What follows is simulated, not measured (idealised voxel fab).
process module | voxel capacitor over wiring
cross-section cut | 290 nm wide | cells 5 nm
A cross-section is a grid of square cells, given in bands from the top down. A band is one or more rows of cells.
Each band's line starts with the height of the band's top and of its bottom, in nm. Then come its materials from left to right, each with its width in nm. One material with "throughout" fills the band from edge to edge. "air" is empty space.
Height 0 is the level under which the wafer as received is all one material. The lowest band goes on downwards, as in "0 down".
A width such as "30 to 40" changes by the same amount from each row of cells to the next, from the band's top row to its bottom row.
"no change" after a step means that no cell of the cross-section changed.
closed voids: empty space of 8 cells or more with no open way to the top, each as width x height at its distance from the left edge, in nm
after a step's settings: what the simulator itself notes on the step
overlay nm, on a step with a mask: how far to the right of its planned place the mask lay; to the left if negative
plan
1 op RECEIVE | material Si
2 op CONFORMAL_DEP | material SiO2 | thk nm 15
3 op CONFORMAL_DEP | material SiN | thk nm 5
4 op DIRECTIONAL_DEP | material SiO2 | thk nm 25
5 op PATTERN | tone open | mask id METAL_1 | material resist | width nm 30 | pitch nm 100 | thk nm 20 | overlay nm 0
6 op DIRECTIONAL_ETCH | etch materials SiO2 | depth nm 25
7 op DIRECTIONAL_ETCH | etch materials SiN | depth nm 5
8 op STRIP | etch materials resist
9 op CONFORMAL_DEP | material TiN | thk nm 5
10 op FILL_DEP | material Cu | thk nm 10
11 op CMP | height nm 45
12 op CONFORMAL_DEP | material SiCN | thk nm 5
13 op DIRECTIONAL_DEP | material SiO2 | thk nm 15
14 op MASKED_ETCH | tone open | mask id PLUG_1 | width nm 15 | etch materials SiO2 | depth nm 15 | overlay nm 0
15 op MASKED_ETCH | tone open | mask id PLUG_1 | width nm 15 | etch materials SiCN | depth nm 5 | overlay nm 0
16 op CONFORMAL_DEP | material TiN | thk nm 5
17 op FILL_DEP | material Cu | thk nm 10
18 op CMP | height nm 65
19 op DIRECTIONAL_DEP | material TiN | thk nm 10
20 op DIRECTIONAL_DEP | material Al2O3 | thk nm 5
21 op DIRECTIONAL_DEP | material TiN | thk nm 10
22 op MASKED_ETCH | tone cover | mask id UPPER_PLATE | width nm 75 | etch materials TiN | depth nm 10 | overlay nm 0
23 op MASKED_ETCH | tone cover | mask id UPPER_PLATE | width nm 75 | etch materials Al2O3 | depth nm 5 | overlay nm 0
24 op MASKED_ETCH | tone cover | mask id LOWER_PLATE | width nm 85 | etch materials TiN | depth nm 10 | overlay nm 0
25 op FILL_DEP | material SiO2 | thk nm 20
26 op CMP | height nm 105
27 op PATTERN | tone open | mask id PLUG_2 | material resist | width nm 15 | thk nm 20 | overlay nm 0
28 op DIRECTIONAL_ETCH | etch materials SiO2 | depth nm 15
29 op STRIP | etch materials resist
30 op CONFORMAL_DEP | material TiN | thk nm 5
31 op FILL_DEP | material W | thk nm 5
32 op CMP | height nm 105
33 op CONFORMAL_DEP | material SiCN | thk nm 5
first wafer, as planned
as received, after step 1
  0 down: Si throughout
  closed voids: none
after step 2
  15 to 0: SiO2 throughout
  below 0: unchanged
after step 3
  20 to 15: SiN throughout
  below 15: unchanged
after step 4
  45 to 20: SiO2 throughout
  below 20: unchanged
after step 5
  65 to 45: resist 80 | air 30 | resist 70 | air 30 | resist 80
  below 45: unchanged
after step 6
  65 to 45: resist 80 | air 30 | resist 70 | air 30 | resist 80
  45 to 20: SiO2 80 | air 30 | SiO2 70 | air 30 | SiO2 80
  below 20: unchanged
after step 7
  65 to 45: resist 80 | air 30 | resist 70 | air 30 | resist 80
  45 to 20: SiO2 80 | air 30 | SiO2 70 | air 30 | SiO2 80
  20 to 15: SiN 80 | air 30 | SiN 70 | air 30 | SiN 80
  below 15: unchanged
after step 8
  45 to 20: SiO2 80 | air 30 | SiO2 70 | air 30 | SiO2 80
  below 20: unchanged
after step 9
  50 to 45: TiN 85 | air 20 | TiN 80 | air 20 | TiN 85
  45 to 20: SiO2 80 | TiN 5 | air 20 | TiN 5 | SiO2 70 | TiN 5 | air 20 | TiN 5 | SiO2 80
  20 to 15: SiN 80 | TiN 30 | SiN 70 | TiN 30 | SiN 80
  below 15: unchanged
after step 10
  60 to 50: Cu throughout
  50 to 45: TiN 85 | Cu 20 | TiN 80 | Cu 20 | TiN 85
  45 to 20: SiO2 80 | TiN 5 | Cu 20 | TiN 5 | SiO2 70 | TiN 5 | Cu 20 | TiN 5 | SiO2 80
  below 20: unchanged
after step 11
  45 to 20: SiO2 80 | TiN 5 | Cu 20 | TiN 5 | SiO2 70 | TiN 5 | Cu 20 | TiN 5 | SiO2 80
  below 20: unchanged
after step 12
  50 to 45: SiCN throughout
  below 45: unchanged
after step 13
  65 to 50: SiO2 throughout
  below 50: unchanged
after step 14
  65 to 50: SiO2 95 | air 15 | SiO2 180
  below 50: unchanged
after step 15
  65 to 50: SiO2 95 | air 15 | SiO2 180
  50 to 45: SiCN 95 | air 15 | SiCN 180
  below 45: unchanged
after step 16
  70 to 65: TiN 100 | air 5 | TiN 185
  65 to 50: SiO2 95 | TiN 5 | air 5 | TiN 5 | SiO2 180
  50 to 45: SiCN 95 | TiN 15 | SiCN 180
  below 45: unchanged
after step 17
  80 to 70: Cu throughout
  70 to 65: TiN 100 | Cu 5 | TiN 185
  65 to 50: SiO2 95 | TiN 5 | Cu 5 | TiN 5 | SiO2 180
  below 50: unchanged
after step 18
  65 to 50: SiO2 95 | TiN 5 | Cu 5 | TiN 5 | SiO2 180
  below 50: unchanged
after step 19
  75 to 65: TiN throughout
  below 65: unchanged
after step 20
  80 to 75: Al2O3 throughout
  below 75: unchanged
after step 21
  90 to 80: TiN throughout
  below 80: unchanged
after step 22
  90 to 80: air 95 | TiN 75 | air 120
  below 80: unchanged
after step 23
  90 to 80: air 95 | TiN 75 | air 120
  80 to 75: air 95 | Al2O3 75 | air 120
  below 75: unchanged
after step 24
  90 to 80: air 95 | TiN 75 | air 120
  80 to 75: air 95 | Al2O3 75 | air 120
  75 to 65: air 90 | TiN 85 | air 115
  below 65: unchanged
after step 25
  110 to 90: SiO2 throughout
  90 to 80: SiO2 95 | TiN 75 | SiO2 120
  80 to 75: SiO2 95 | Al2O3 75 | SiO2 120
  75 to 65: SiO2 90 | TiN 85 | SiO2 115
  below 65: unchanged
after step 26
  105 to 90: SiO2 throughout
  below 90: unchanged
after step 27
  125 to 105: resist 105 | air 15 | resist 170
  below 105: unchanged
after step 28
  125 to 105: resist 105 | air 15 | resist 170
  105 to 90: SiO2 105 | air 15 | SiO2 170
  below 90: unchanged
after step 29
  105 to 90: SiO2 105 | air 15 | SiO2 170
  below 90: unchanged
after step 30
  110 to 105: TiN 110 | air 5 | TiN 175
  105 to 95: SiO2 105 | TiN 5 | air 5 | TiN 5 | SiO2 170
  95 to 90: SiO2 105 | TiN 15 | SiO2 170
  below 90: unchanged
after step 31
  115 to 110: W throughout
  110 to 105: TiN 110 | W 5 | TiN 175
  105 to 95: SiO2 105 | TiN 5 | W 5 | TiN 5 | SiO2 170
  below 95: unchanged
after step 32
  105 to 95: SiO2 105 | TiN 5 | W 5 | TiN 5 | SiO2 170
  below 95: unchanged
after step 33
  110 to 105: SiCN throughout
  below 105: unchanged
second wafer: like start, like plan, one mistake. Through step 21 it matches the first wafer
when step 22 should have ended
  90 to 80: TiN 95 | air 75 | TiN 120
  below 80: unchanged
when step 23 should have ended: no change
when step 24 should have ended
  90 to 80: air 90 | TiN 5 | air 75 | TiN 5 | air 115
  below 80: unchanged
when step 25 should have ended
  110 to 90: SiO2 throughout
  90 to 80: SiO2 90 | TiN 5 | SiO2 75 | TiN 5 | SiO2 115
  below 80: unchanged
when step 26 should have ended
  105 to 90: SiO2 throughout
  below 90: unchanged
when step 27 should have ended
  125 to 105: resist 105 | air 15 | resist 170
  below 105: unchanged
when step 28 should have ended
  125 to 105: resist 105 | air 15 | resist 170
  105 to 90: SiO2 105 | air 15 | SiO2 170
  below 90: unchanged
when step 29 should have ended
  105 to 90: SiO2 105 | air 15 | SiO2 170
  below 90: unchanged
when step 30 should have ended
  110 to 105: TiN 110 | air 5 | TiN 175
  105 to 95: SiO2 105 | TiN 5 | air 5 | TiN 5 | SiO2 170
  95 to 90: SiO2 105 | TiN 15 | SiO2 170
  below 90: unchanged
when step 31 should have ended
  115 to 110: W throughout
  110 to 105: TiN 110 | W 5 | TiN 175
  105 to 95: SiO2 105 | TiN 5 | W 5 | TiN 5 | SiO2 170
  below 95: unchanged
when step 32 should have ended
  105 to 95: SiO2 105 | TiN 5 | W 5 | TiN 5 | SiO2 170
  below 95: unchanged
when step 33 should have ended
  110 to 105: SiCN throughout
  below 105: unchanged
what went wrong: step 22 ran as: op MASKED_ETCH | tone open | mask id UPPER_PLATE | width nm 75 | etch materials TiN | depth nm 10 | overlay nm 0
at the end the second wafer has, in cells: 43 more of Al2O3 | 99 fewer of SiO2 | 56 more of TiN
